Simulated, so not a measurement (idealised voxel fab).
Proc. module: voxel transistor to metal
Square cells of 5 nm make up the cross-section cut, whose width is 180 nm.
Just so we're on the same page, the cross-sections are grids of square cells, and they're listed out in bands top to bottom, each band one or more rows deep.
Within each band entry, the heights of the top and of the bottom of the band appear first, in that order and in nm; the materials of the band then follow from left to right, each with its corresponding width in nm. The designation "all across" on a single material indicates that it fills the band from edge to edge; the designation "empty" indicates empty space.
Convention: height 0 is the level below which the wafer, as received, is all one material. The lowest band does not terminate at the bottom but continues downward, represented as "0 nm and below".
Note: "30 to 40" means the width goes from the first number (top row of the band) to the second number (bottom row) in equal steps per row of cells.
Take "remained the same" at face value: in the step it is given for, the cross-section changed in none of its cells.
So "Closed internal voids" is basically the list of trapped voids: any empty space of 8 cells or more that can't reach the top through an opening. They're written width x height at distance, the distance being from the left edge, and it's all nm.
after a step's settings: what the simulator itself notes on the step
For masked steps, "overlay nm" on the step line gives how far right of plan the mask actually lay; a minus sign means it lay to the left.

# List of planned process steps
- 1: RECEIVE with material Si
- 2: CONFORMAL_DEP with material SiO2, thk nm 5
- 3: CONFORMAL_DEP with material SiN, thk nm 10
- 4: DIRECTIONAL_DEP with material aC, thk nm 15
- 5: PATTERN with tone cover, mask id ACTIVE, material resist, width nm 120, thk nm 30, overlay nm 0
- 6: DIRECTIONAL_ETCH with etch materials aC, depth nm 15
- 7: STRIP with etch materials resist
- 8: DIRECTIONAL_ETCH with etch materials SiN, depth nm 10
- 9: DIRECTIONAL_ETCH with etch materials SiO2, depth nm 5
- 10: DIRECTIONAL_ETCH with etch materials Si, depth nm 25
- 11: STRIP with etch materials aC
- 12: FILL_DEP with material SiO2, thk nm 10
- 13: CMP with height nm 15
- 14: SELECTIVE_ETCH with etch materials SiO2, depth nm 10
- 15: STRIP with etch materials SiN
- 16: SELECTIVE_ETCH with etch materials SiO2, depth nm 5
- 17: OXIDIZE with depth nm 5
- 18: DIRECTIONAL_DEP with material polySi, thk nm 25
- 19: DIRECTIONAL_DEP with material SiCN, thk nm 15
- 20: DIRECTIONAL_DEP with material aC, thk nm 15
- 21: PATTERN with tone cover, mask id GATE, material resist, width nm 30, thk nm 30, overlay nm 0
- 22: DIRECTIONAL_ETCH with etch materials aC, depth nm 15
- 23: STRIP with etch materials resist
- 24: DIRECTIONAL_ETCH with etch materials SiCN, depth nm 25
- 25: DIRECTIONAL_ETCH with etch materials polySi, depth nm 35
- 26: STRIP with etch materials aC
- 27: CONFORMAL_DEP with material SiO2, thk nm 5
- 28: DIRECTIONAL_ETCH with etch materials SiO2, depth nm 5
- 29: CONFORMAL_DEP with material SiN, thk nm 5
- 30: DIRECTIONAL_ETCH with etch materials SiN, depth nm 5
- 31: DIRECTIONAL_ETCH with etch materials SiO2, depth nm 5
- 32: EPI with material SiGe, thk nm 5
- 33: FILL_DEP with material SiO2, thk nm 5
- 34: CMP with height nm 25
- 35: STRIP with etch materials polySi
- 36: SELECTIVE_ETCH with etch materials SiO2, depth nm 5
- 37: CONFORMAL_DEP with material HfO2, thk nm 5
- 38: CONFORMAL_DEP with material TiN, thk nm 5
- 39: FILL_DEP with material W, thk nm 10
- 40: CMP with height nm 20
- 41: DIRECTIONAL_DEP with material SiO2, thk nm 15
- 42: PATTERN with tone open, mask id CONTACT, material resist, width nm 20, pitch nm 80, thk nm 15, overlay nm 0
- 43: DIRECTIONAL_ETCH with etch materials SiO2, depth nm 35
- 44: STRIP with etch materials resist
- 45: CONFORMAL_DEP with material TiN, thk nm 5
- 46: FILL_DEP with material W, thk nm 5
- 47: CMP with height nm 35
- 48: CONFORMAL_DEP with material SiN, thk nm 5
- 49: DIRECTIONAL_DEP with material lowk, thk nm 20
- 50: DIRECTIONAL_DEP with material aC, thk nm 15
- 51: PATTERN with tone open, mask id METAL_1, material resist, width nm 20, pitch nm 80, thk nm 30, overlay nm 0
- 52: DIRECTIONAL_ETCH with etch materials aC, depth nm 15
- 53: STRIP with etch materials resist
- 54: DIRECTIONAL_ETCH with etch materials lowk, depth nm 20
- 55: DIRECTIONAL_ETCH with etch materials SiN, depth nm 5
- 56: STRIP with etch materials aC
- 57: CONFORMAL_DEP with material TiN, thk nm 5
- 58: FILL_DEP with material Ru, thk nm 5
- 59: CMP with height nm 60
- 60: EPI with material Ru, thk nm 5
- 61: FILL_DEP with material SiCN, thk nm 5
- 62: DIRECTIONAL_DEP with material lowk, thk nm 35
- 63: MASKED_ETCH with tone open, mask id METAL_2_HOLES, width nm 15, pitch nm 80, etch materials lowk, depth nm 35, overlay nm 0
- 64: PATTERN with tone open, mask id METAL_2, material resist, width nm 20, pitch nm 80, thk nm 15, overlay nm 0
- 65: DIRECTIONAL_ETCH with etch materials lowk, depth nm 20
- 66: DIRECTIONAL_ETCH with etch materials SiCN, depth nm 5
- 67: STRIP with etch materials resist
- 68: CONFORMAL_DEP with material TiN, thk nm 5
- 69: FILL_DEP with material Cu, thk nm 10
- 70: CMP with height nm 105
- 71: CONFORMAL_DEP with material SiCN, thk nm 5

# First of the two wafers, run per plan

# Wafer at receipt (post step 1), cross-section
  0 nm and below  Si all across
  Closed internal voids: none

# Sectional view: wafer, after step 2
  5 nm to 0 nm  SiO2 all across
  Unchanged below 0.

# Sectional view: wafer, after step 3
  15 nm to 5 nm  SiN all across
  Unchanged below 5.

# Sectional view: wafer, after step 4
  30 nm to 15 nm  aC all across
  Unchanged below 15.

# Sectional view: wafer, after step 5
  60 nm to 30 nm  30 empty; 120 resist; 30 empty
  Unchanged below 30.

# Sectional view: wafer, after step 6
  45 nm to 30 nm  30 empty; 120 resist; 30 empty
  30 nm to 15 nm  30 empty; 120 aC; 30 empty
  Unchanged below 15.

# Sectional view: wafer, after step 7
  30 nm to 15 nm  30 empty; 120 aC; 30 empty
  Unchanged below 15.

# Sectional view: wafer, after step 8
  30 nm to 15 nm  30 empty; 120 aC; 30 empty
  15 nm to 5 nm  30 empty; 120 SiN; 30 empty
  Unchanged below 5.

# Sectional view: wafer, after step 9
  30 nm to 15 nm  30 empty; 120 aC; 30 empty
  15 nm to 5 nm  30 empty; 120 SiN; 30 empty
  5 nm to 0 nm  30 empty; 120 SiO2; 30 empty
  Unchanged below 0.

# Sectional view: wafer, after step 10
  30 nm to 15 nm  30 empty; 120 aC; 30 empty
  15 nm to 5 nm  30 empty; 120 SiN; 30 empty
  5 nm to 0 nm  30 empty; 120 SiO2; 30 empty
  0 nm to -25 nm  30 empty; 120 Si; 30 empty
  Unchanged below -25.

# Sectional view: wafer, after step 11
  15 nm to 5 nm  30 empty; 120 SiN; 30 empty
  Unchanged below 5.

# Sectional view: wafer, after step 12
  25 nm to 15 nm  SiO2 all across
  15 nm to 5 nm  30 SiO2; 120 SiN; 30 SiO2
  5 nm to 0 nm  SiO2 all across
  0 nm to -25 nm  30 SiO2; 120 Si; 30 SiO2
  Unchanged below -25.

# Sectional view: wafer, after step 13
  15 nm to 5 nm  30 SiO2; 120 SiN; 30 SiO2
  Unchanged below 5.

# Sectional view: wafer, after step 14
  15 nm to 5 nm  30 empty; 120 SiN; 30 empty
  Unchanged below 5.

# Sectional view: wafer, after step 15
  5 nm to 0 nm  SiO2 all across
  Unchanged below 0.

# Sectional view: wafer, after step 16
  0 nm to -25 nm  30 SiO2; 120 Si; 30 SiO2
  Unchanged below -25.

# Sectional view: wafer, after step 17
  0 nm to -5 nm  SiO2 all across
  Unchanged below -5.

# Sectional view: wafer, after step 18
  25 nm to 0 nm  polySi all across
  Unchanged below 0.

# Sectional view: wafer, after step 19
  40 nm to 25 nm  SiCN all across
  Unchanged below 25.

# Sectional view: wafer, after step 20
  55 nm to 40 nm  aC all across
  Unchanged below 40.

# Sectional view: wafer, after step 21
  85 nm to 55 nm  75 empty; 30 resist; 75 empty
  Unchanged below 55.

# Sectional view: wafer, after step 22
  70 nm to 55 nm  75 empty; 30 resist; 75 empty
  55 nm to 40 nm  75 empty; 30 aC; 75 empty
  Unchanged below 40.

# Sectional view: wafer, after step 23
  55 nm to 40 nm  75 empty; 30 aC; 75 empty
  Unchanged below 40.

# Sectional view: wafer, after step 24
  55 nm to 40 nm  75 empty; 30 aC; 75 empty
  40 nm to 25 nm  75 empty; 30 SiCN; 75 empty
  Unchanged below 25.

# Sectional view: wafer, after step 25
  55 nm to 40 nm  75 empty; 30 aC; 75 empty
  40 nm to 25 nm  75 empty; 30 SiCN; 75 empty
  25 nm to 0 nm  75 empty; 30 polySi; 75 empty
  Unchanged below 0.

# Sectional view: wafer, after step 26
  40 nm to 25 nm  75 empty; 30 SiCN; 75 empty
  Unchanged below 25.

# Sectional view: wafer, after step 27
  45 nm to 40 nm  70 empty; 40 SiO2; 70 empty
  40 nm to 25 nm  70 empty; 5 SiO2; 30 SiCN; 5 SiO2; 70 empty
  25 nm to 5 nm  70 empty; 5 SiO2; 30 polySi; 5 SiO2; 70 empty
  5 nm to 0 nm  75 SiO2; 30 polySi; 75 SiO2
  Unchanged below 0.

# Sectional view: wafer, after step 28
  40 nm to 25 nm  70 empty; 5 SiO2; 30 SiCN; 5 SiO2; 70 empty
  25 nm to 0 nm  70 empty; 5 SiO2; 30 polySi; 5 SiO2; 70 empty
  Unchanged below 0.

# Sectional view: wafer, after step 29
  45 nm to 40 nm  65 empty; 50 SiN; 65 empty
  40 nm to 25 nm  65 empty; 5 SiN; 5 SiO2; 30 SiCN; 5 SiO2; 5 SiN; 65 empty
  25 nm to 5 nm  65 empty; 5 SiN; 5 SiO2; 30 polySi; 5 SiO2; 5 SiN; 65 empty
  5 nm to 0 nm  70 SiN; 5 SiO2; 30 polySi; 5 SiO2; 70 SiN
  Unchanged below 0.

# Sectional view: wafer, after step 30
  40 nm to 25 nm  65 empty; 5 SiN; 5 SiO2; 30 SiCN; 5 SiO2; 5 SiN; 65 empty
  25 nm to 0 nm  65 empty; 5 SiN; 5 SiO2; 30 polySi; 5 SiO2; 5 SiN; 65 empty
  Unchanged below 0.

# Sectional view: wafer, after step 31
  40 nm to 35 nm  65 empty; 5 SiN; 5 empty; 30 SiCN; 5 empty; 5 SiN; 65 empty
  35 nm to 25 nm  65 empty; 5 SiN; 5 SiO2; 30 SiCN; 5 SiO2; 5 SiN; 65 empty
  25 nm to 0 nm  65 empty; 5 SiN; 5 SiO2; 30 polySi; 5 SiO2; 5 SiN; 65 empty
  0 nm to -5 nm  65 empty; 50 SiO2; 65 empty
  Unchanged below -5.

# Sectional view: wafer, after step 32
  40 nm to 35 nm  65 empty; 5 SiN; 5 empty; 30 SiCN; 5 empty; 5 SiN; 65 empty
  35 nm to 25 nm  65 empty; 5 SiN; 5 SiO2; 30 SiCN; 5 SiO2; 5 SiN; 65 empty
  25 nm to 0 nm  65 empty; 5 SiN; 5 SiO2; 30 polySi; 5 SiO2; 5 SiN; 65 empty
  0 nm to -5 nm  25 empty; 40 SiGe; 50 SiO2; 40 SiGe; 25 empty
  Unchanged below -5.

# Sectional view: wafer, after step 33
  45 nm to 40 nm  SiO2 all across
  40 nm to 25 nm  65 SiO2; 5 SiN; 5 SiO2; 30 SiCN; 5 SiO2; 5 SiN; 65 SiO2
  25 nm to 0 nm  65 SiO2; 5 SiN; 5 SiO2; 30 polySi; 5 SiO2; 5 SiN; 65 SiO2
  0 nm to -5 nm  25 SiO2; 40 SiGe; 50 SiO2; 40 SiGe; 25 SiO2
  Unchanged below -5.

# Sectional view: wafer, after step 34
  25 nm to 0 nm  65 SiO2; 5 SiN; 5 SiO2; 30 polySi; 5 SiO2; 5 SiN; 65 SiO2
  Unchanged below 0.

# Sectional view: wafer, after step 35
  25 nm to 0 nm  65 SiO2; 5 SiN; 5 SiO2; 30 empty; 5 SiO2; 5 SiN; 65 SiO2
  Unchanged below 0.

# Sectional view: wafer, after step 36
  25 nm to 20 nm  65 empty; 5 SiN; 40 empty; 5 SiN; 65 empty
  20 nm to 0 nm  65 SiO2; 5 SiN; 40 empty; 5 SiN; 65 SiO2
  0 nm to -5 nm  25 SiO2; 40 SiGe; 5 SiO2; 40 empty; 5 SiO2; 40 SiGe; 25 SiO2
  Unchanged below -5.

# Sectional view: wafer, after step 37
  30 nm to 25 nm  60 empty; 15 HfO2; 30 empty; 15 HfO2; 60 empty
  25 nm to 20 nm  65 HfO2; 5 SiN; 5 HfO2; 30 empty; 5 HfO2; 5 SiN; 65 HfO2
  20 nm to 0 nm  65 SiO2; 5 SiN; 5 HfO2; 30 empty; 5 HfO2; 5 SiN; 65 SiO2
  0 nm to -5 nm  25 SiO2; 40 SiGe; 5 SiO2; 40 HfO2; 5 SiO2; 40 SiGe; 25 SiO2
  Unchanged below -5.

# Sectional view: wafer, after step 38
  35 nm to 30 nm  55 empty; 25 TiN; 20 empty; 25 TiN; 55 empty
  30 nm to 25 nm  60 TiN; 15 HfO2; 5 TiN; 20 empty; 5 TiN; 15 HfO2; 60 TiN
  25 nm to 20 nm  65 HfO2; 5 SiN; 5 HfO2; 5 TiN; 20 empty; 5 TiN; 5 HfO2; 5 SiN; 65 HfO2
  20 nm to 5 nm  65 SiO2; 5 SiN; 5 HfO2; 5 TiN; 20 empty; 5 TiN; 5 HfO2; 5 SiN; 65 SiO2
  5 nm to 0 nm  65 SiO2; 5 SiN; 5 HfO2; 30 TiN; 5 HfO2; 5 SiN; 65 SiO2
  Unchanged below 0.

# Sectional view: wafer, after step 39
  45 nm to 35 nm  W all across
  35 nm to 30 nm  55 W; 25 TiN; 20 W; 25 TiN; 55 W
  30 nm to 25 nm  60 TiN; 15 HfO2; 5 TiN; 20 W; 5 TiN; 15 HfO2; 60 TiN
  25 nm to 20 nm  65 HfO2; 5 SiN; 5 HfO2; 5 TiN; 20 W; 5 TiN; 5 HfO2; 5 SiN; 65 HfO2
  20 nm to 5 nm  65 SiO2; 5 SiN; 5 HfO2; 5 TiN; 20 W; 5 TiN; 5 HfO2; 5 SiN; 65 SiO2
  Unchanged below 5.

# Sectional view: wafer, after step 40
  20 nm to 5 nm  65 SiO2; 5 SiN; 5 HfO2; 5 TiN; 20 W; 5 TiN; 5 HfO2; 5 SiN; 65 SiO2
  Unchanged below 5.

# Sectional view: wafer, after step 41
  35 nm to 20 nm  SiO2 all across
  Unchanged below 20.

# Sectional view: wafer, after step 42
  50 nm to 35 nm  40 resist; 20 empty; 60 resist; 20 empty; 40 resist
  Unchanged below 35.

# Sectional view: wafer, after step 43
  50 nm to 35 nm  40 resist; 20 empty; 60 resist; 20 empty; 40 resist
  35 nm to 20 nm  40 SiO2; 20 empty; 60 SiO2; 20 empty; 40 SiO2
  20 nm to 5 nm  40 SiO2; 20 empty; 5 SiO2; 5 SiN; 5 HfO2; 5 TiN; 20 W; 5 TiN; 5 HfO2; 5 SiN; 5 SiO2; 20 empty; 40 SiO2
  5 nm to 0 nm  40 SiO2; 20 empty; 5 SiO2; 5 SiN; 5 HfO2; 30 TiN; 5 HfO2; 5 SiN; 5 SiO2; 20 empty; 40 SiO2
  Unchanged below 0.

# Sectional view: wafer, after step 44
  35 nm to 20 nm  40 SiO2; 20 empty; 60 SiO2; 20 empty; 40 SiO2
  Unchanged below 20.

# Sectional view: wafer, after step 45
  40 nm to 35 nm  45 TiN; 10 empty; 70 TiN; 10 empty; 45 TiN
  35 nm to 20 nm  40 SiO2; 5 TiN; 10 empty; 5 TiN; 60 SiO2; 5 TiN; 10 empty; 5 TiN; 40 SiO2
  20 nm to 5 nm  40 SiO2; 5 TiN; 10 empty; 5 TiN; 5 SiO2; 5 SiN; 5 HfO2; 5 TiN; 20 W; 5 TiN; 5 HfO2; 5 SiN; 5 SiO2; 5 TiN; 10 empty; 5 TiN; 40 SiO2
  5 nm to 0 nm  40 SiO2; 20 TiN; 5 SiO2; 5 SiN; 5 HfO2; 30 TiN; 5 HfO2; 5 SiN; 5 SiO2; 20 TiN; 40 SiO2
  Unchanged below 0.

# Sectional view: wafer, after step 46
  45 nm to 40 nm  W all across
  40 nm to 35 nm  45 TiN; 10 W; 70 TiN; 10 W; 45 TiN
  35 nm to 20 nm  40 SiO2; 5 TiN; 10 W; 5 TiN; 60 SiO2; 5 TiN; 10 W; 5 TiN; 40 SiO2
  20 nm to 5 nm  40 SiO2; 5 TiN; 10 W; 5 TiN; 5 SiO2; 5 SiN; 5 HfO2; 5 TiN; 20 W; 5 TiN; 5 HfO2; 5 SiN; 5 SiO2; 5 TiN; 10 W; 5 TiN; 40 SiO2
  Unchanged below 5.

# Sectional view: wafer, after step 47
  35 nm to 20 nm  40 SiO2; 5 TiN; 10 W; 5 TiN; 60 SiO2; 5 TiN; 10 W; 5 TiN; 40 SiO2
  Unchanged below 20.

# Sectional view: wafer, after step 48
  40 nm to 35 nm  SiN all across
  Unchanged below 35.

# Sectional view: wafer, after step 49
  60 nm to 40 nm  lowk all across
  Unchanged below 40.

# Sectional view: wafer, after step 50
  75 nm to 60 nm  aC all across
  Unchanged below 60.

# Sectional view: wafer, after step 51
  105 nm to 75 nm  40 resist; 20 empty; 60 resist; 20 empty; 40 resist
  Unchanged below 75.

# Sectional view: wafer, after step 52
  90 nm to 75 nm  40 resist; 20 empty; 60 resist; 20 empty; 40 resist
  75 nm to 60 nm  40 aC; 20 empty; 60 aC; 20 empty; 40 aC
  Unchanged below 60.

# Sectional view: wafer, after step 53
  75 nm to 60 nm  40 aC; 20 empty; 60 aC; 20 empty; 40 aC
  Unchanged below 60.

# Sectional view: wafer, after step 54
  75 nm to 60 nm  40 aC; 20 empty; 60 aC; 20 empty; 40 aC
  60 nm to 40 nm  40 lowk; 20 empty; 60 lowk; 20 empty; 40 lowk
  Unchanged below 40.

# Sectional view: wafer, after step 55
  75 nm to 60 nm  40 aC; 20 empty; 60 aC; 20 empty; 40 aC
  60 nm to 40 nm  40 lowk; 20 empty; 60 lowk; 20 empty; 40 lowk
  40 nm to 35 nm  40 SiN; 20 empty; 60 SiN; 20 empty; 40 SiN
  Unchanged below 35.

# Sectional view: wafer, after step 56
  60 nm to 40 nm  40 lowk; 20 empty; 60 lowk; 20 empty; 40 lowk
  Unchanged below 40.

# Sectional view: wafer, after step 57
  65 nm to 60 nm  45 TiN; 10 empty; 70 TiN; 10 empty; 45 TiN
  60 nm to 40 nm  40 lowk; 5 TiN; 10 empty; 5 TiN; 60 lowk; 5 TiN; 10 empty; 5 TiN; 40 lowk
  40 nm to 35 nm  40 SiN; 20 TiN; 60 SiN; 20 TiN; 40 SiN
  Unchanged below 35.

# Sectional view: wafer, after step 58
  70 nm to 65 nm  Ru all across
  65 nm to 60 nm  45 TiN; 10 Ru; 70 TiN; 10 Ru; 45 TiN
  60 nm to 40 nm  40 lowk; 5 TiN; 10 Ru; 5 TiN; 60 lowk; 5 TiN; 10 Ru; 5 TiN; 40 lowk
  Unchanged below 40.

# Sectional view: wafer, after step 59
  60 nm to 40 nm  40 lowk; 5 TiN; 10 Ru; 5 TiN; 60 lowk; 5 TiN; 10 Ru; 5 TiN; 40 lowk
  Unchanged below 40.

# Sectional view: wafer, after step 60
  65 nm to 60 nm  35 empty; 30 Ru; 50 empty; 30 Ru; 35 empty
  Unchanged below 60.

# Sectional view: wafer, after step 61
  70 nm to 65 nm  SiCN all across
  65 nm to 60 nm  35 SiCN; 30 Ru; 50 SiCN; 30 Ru; 35 SiCN
  Unchanged below 60.

# Sectional view: wafer, after step 62
  105 nm to 70 nm  lowk all across
  Unchanged below 70.

# Sectional view: wafer, after step 63
  105 nm to 70 nm  40 lowk; 15 empty; 65 lowk; 15 empty; 45 lowk
  Unchanged below 70.

# Sectional view: wafer, after step 64
  120 nm to 105 nm  40 resist; 20 empty; 60 resist; 20 empty; 40 resist
  Unchanged below 105.

# Sectional view: wafer, after step 65
  120 nm to 105 nm  40 resist; 20 empty; 60 resist; 20 empty; 40 resist
  105 nm to 85 nm  40 lowk; 20 empty; 60 lowk; 20 empty; 40 lowk
  Unchanged below 85.

# Sectional view: wafer, after step 66
  120 nm to 105 nm  40 resist; 20 empty; 60 resist; 20 empty; 40 resist
  105 nm to 85 nm  40 lowk; 20 empty; 60 lowk; 20 empty; 40 lowk
  85 nm to 70 nm  40 lowk; 15 empty; 65 lowk; 15 empty; 45 lowk
  70 nm to 65 nm  40 SiCN; 15 empty; 65 SiCN; 15 empty; 45 SiCN
  Unchanged below 65.

# Sectional view: wafer, after step 67
  105 nm to 85 nm  40 lowk; 20 empty; 60 lowk; 20 empty; 40 lowk
  Unchanged below 85.

# Sectional view: wafer, after step 68
  110 nm to 105 nm  45 TiN; 10 empty; 70 TiN; 10 empty; 45 TiN
  105 nm to 90 nm  40 lowk; 5 TiN; 10 empty; 5 TiN; 60 lowk; 5 TiN; 10 empty; 5 TiN; 40 lowk
  90 nm to 85 nm  40 lowk; 5 TiN; 5 empty; 10 TiN; 60 lowk; 5 TiN; 5 empty; 10 TiN; 40 lowk
  85 nm to 70 nm  40 lowk; 5 TiN; 5 empty; 5 TiN; 65 lowk; 5 TiN; 5 empty; 5 TiN; 45 lowk
  70 nm to 65 nm  40 SiCN; 15 TiN; 65 SiCN; 15 TiN; 45 SiCN
  Unchanged below 65.

# Sectional view: wafer, after step 69
  120 nm to 110 nm  Cu all across
  110 nm to 105 nm  45 TiN; 10 Cu; 70 TiN; 10 Cu; 45 TiN
  105 nm to 90 nm  40 lowk; 5 TiN; 10 Cu; 5 TiN; 60 lowk; 5 TiN; 10 Cu; 5 TiN; 40 lowk
  90 nm to 85 nm  40 lowk; 5 TiN; 5 Cu; 10 TiN; 60 lowk; 5 TiN; 5 Cu; 10 TiN; 40 lowk
  85 nm to 70 nm  40 lowk; 5 TiN; 5 Cu; 5 TiN; 65 lowk; 5 TiN; 5 Cu; 5 TiN; 45 lowk
  Unchanged below 70.

# Sectional view: wafer, after step 70
  105 nm to 90 nm  40 lowk; 5 TiN; 10 Cu; 5 TiN; 60 lowk; 5 TiN; 10 Cu; 5 TiN; 40 lowk
  Unchanged below 90.

# Sectional view: wafer, after step 71
  110 nm to 105 nm  SiCN all across
  Unchanged below 105.

# Now the other wafer: same start, same recipe, but we messed up one thing when running it. Up to and including step 68 it's the same as the first one

# Cross-section of the second wafer at the time step 69 of the plan should have ended
  120 nm to 110 nm  SiCN all across
  110 nm to 105 nm  45 TiN; 10 SiCN; 70 TiN; 10 SiCN; 45 TiN
  105 nm to 90 nm  40 lowk; 5 TiN; 10 SiCN; 5 TiN; 60 lowk; 5 TiN; 10 SiCN; 5 TiN; 40 lowk
  90 nm to 85 nm  40 lowk; 5 TiN; 5 SiCN; 10 TiN; 60 lowk; 5 TiN; 5 SiCN; 10 TiN; 40 lowk
  85 nm to 70 nm  40 lowk; 5 TiN; 5 SiCN; 5 TiN; 65 lowk; 5 TiN; 5 SiCN; 5 TiN; 45 lowk
  Unchanged below 70.

# Cross-section of the second wafer at the time step 70 of the plan should have ended
  105 nm to 90 nm  40 lowk; 5 TiN; 10 SiCN; 5 TiN; 60 lowk; 5 TiN; 10 SiCN; 5 TiN; 40 lowk
  Unchanged below 90.

# Cross-section of the second wafer at the time step 71 of the plan should have ended
  110 nm to 105 nm  SiCN all across
  Unchanged below 105.
Against the plan, the run slipped here: step 69 was run on a setting that differed from the plan, and what really ran there is FILL_DEP with material SiCN, thk nm 10
Wrapping up, a cell-based count of both wafers puts the second over or under the first for these materials: -20 Cu | +20 SiCN
